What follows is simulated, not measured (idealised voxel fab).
Process module, titled voxel spacer lines
Cross-section cut spans 195 nm and uses square cells 5 nm in size.
Format of a cross-section: grid, square cells. Given as bands. Order: top down. Band: one or more rows of cells.
The band entry comprises the height of the band's top followed by the height of its bottom, expressed in nm, and subsequently the band's materials from left to right, each stated together with its width in nm. Where a single material is marked with the word "full width", that material fills the band from edge to edge. The word "air" represents empty space.
Heights are reckoned from 0. Under this level, the received wafer is all of one material. The bottommost band is open-ended downward, for example "0 and below".
Top row gets the first number, bottom row gets the second, and each row in between changes by the same step: that is how a band width like "30 to 40" works.
"no change" (step): cross-section cells unchanged, all of them.
The entry "Closed void table" lists the empty spaces that cover at least 8 cells and have no open path to the top. Each is written as width x height at distance, where the distance is measured from the left edge and all three values are in nm.
On a step's line, text after the settings is the simulator commenting on that step.
overlay nm: on a step with a mask, how far right of its planned place the mask lay; negative means left.
The following list gives the planned process steps:
1) RECEIVE (material Si)
2) CONFORMAL_DEP (material Al2O3; thk nm 10)
3) DIRECTIONAL_DEP (material polySi; thk nm 10)
4) DIRECTIONAL_DEP (material aC; thk nm 25)
5) PATTERN (tone cover; mask id MANDREL; material resist; width nm 15; pitch nm 50; thk nm 35; overlay nm 0)
6) DIRECTIONAL_ETCH (etch materials aC; depth nm 25)
7) STRIP (etch materials resist)
8) CONFORMAL_DEP (material SiO2; thk nm 10)
9) DIRECTIONAL_ETCH (etch materials SiO2; depth nm 10)
10) STRIP (etch materials aC)
11) DIRECTIONAL_ETCH (etch materials polySi; depth nm 10)
12) STRIP (etch materials SiO2)
Here's what the wafer looked like in cross-section when it arrived - that's after step 1:
    0 and below  Si full width
    Closed void table: none
The first of two wafers, cross-sectioned at the end of the module, with the run proceeding as planned:
    20 down to 10  air=30, polySi=10, air=15, polySi=10, air=15, polySi=10, air=15, polySi=10, air=15, polySi=10, air=15, polySi=10, air=30
    10 down to 0  Al2O3 full width
    0 and below  Si full width
    Closed void table: none
Now the second wafer, cross-sectioned at the end of the module. Nothing different at the start, nothing different in the plan compared with the first, just one mistake when it was actually run:
    20 down to 10  air=40, polySi=15, air=35, polySi=15, air=35, polySi=15, air=40
    10 down to 0  Al2O3 full width
    0 and below  Si full width
    Closed void table: none
Deviation from plan: planned and actual differ for step 5; actual: PATTERN (tone open; mask id MANDREL; material resist; width nm 15; pitch nm 50; thk nm 35; overlay nm 0)
It is noted that, at the conclusion of processing, the second wafer exhibits a higher or lower cell count for certain materials relative to the first: -6 polySi
